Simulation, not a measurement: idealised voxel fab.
Process module, titled voxel gate over fins
It is cross-section cut that appears here, measuring 275 nm in width, its square cells being 5 nm in size.
Heads up, the way a cross-section reads in here is a grid of square cells, handed over as bands from the top down, with every band being one or more rows of cells.
Heights first: top, then bottom, in nm. Then materials, left to right, each with a width in nm. "edge to edge" on a single material: fills the band edge to edge. "air": empty space.
Zero point of the height axis is 0; under it, received wafer = one material. Lowest band: continues down indefinitely, "0 nm and below".
Read "30 to 40" as a graded width: first number on top, second number at the bottom, same change between each pair of neighbouring rows.
Reading "nothing altered" for a step: not a cell of the cross-section changed in it.
The list in "Cavities, closed" covers empty spaces of 8 cells or more that cannot reach the top through any open way, and it gives each as width x height at distance; the distance is from the left edge, and width, height and distance are in nm.
The remark found on a step's line after its settings is issued by the simulator itself and pertains to that step.
Steps that use a mask can have "overlay nm" on their line. It says how far the mask sat to the right of where it was meant to be. Negative means to the left.
The following list gives the planned process steps
1. op RECEIVE | material Si
2. op CONFORMAL_DEP | material SiN | thk nm 10
3. op MASKED_ETCH | tone cover | mask id FINS | width nm 15 | pitch nm 40 | etch materials SiN | depth nm 10 | overlay nm 0
4. op MASKED_ETCH | tone cover | mask id FINS | width nm 15 | pitch nm 40 | etch materials Si | depth nm 30 | overlay nm 0
5. op OXIDIZE | depth nm 5
6. op FILL_DEP | material SiO2 | thk nm 10
7. op CMP | height nm 10
8. op SELECTIVE_ETCH | etch materials SiO2 | depth nm 25
9. op STRIP | etch materials SiN
10. op CONFORMAL_DEP | material HfO2 | thk nm 5
11. op CONFORMAL_DEP | material TiN | thk nm 5
12. op FILL_DEP | material W | thk nm 10
13. op CMP | height nm 15
14. op CONFORMAL_DEP | material SiCN | thk nm 10
So this is the incoming wafer in cross-section - it's already been through step 1
    0 nm and below: Si edge to edge
    Cavities, closed: none
The plan above was carried out on the starting structure above with one mistake, and this cross-section shows the wafer at the end of the module
    25 nm to 15 nm: SiCN edge to edge
    15 nm to 5 nm: W edge to edge
    5 nm to 0 nm: 110 nm W | 15 nm TiN | 25 nm W | 15 nm TiN | 110 nm W
    0 nm to -10 nm: 110 nm W | 5 nm TiN | 5 nm Si | 5 nm TiN | 25 nm W | 5 nm TiN | 5 nm Si | 5 nm TiN | 110 nm W
    -10 nm to -15 nm: 115 nm TiN | 5 nm Si | 35 nm TiN | 5 nm Si | 115 nm TiN
    -15 nm to -35 nm: 115 nm SiO2 | 5 nm Si | 35 nm SiO2 | 5 nm Si | 115 nm SiO2
    -35 nm and below: Si edge to edge
    Cavities, closed: none
It is concluded that the wafer was processed incorrectly with respect to the plan, in that step 10 of the plan was excluded from execution and never run
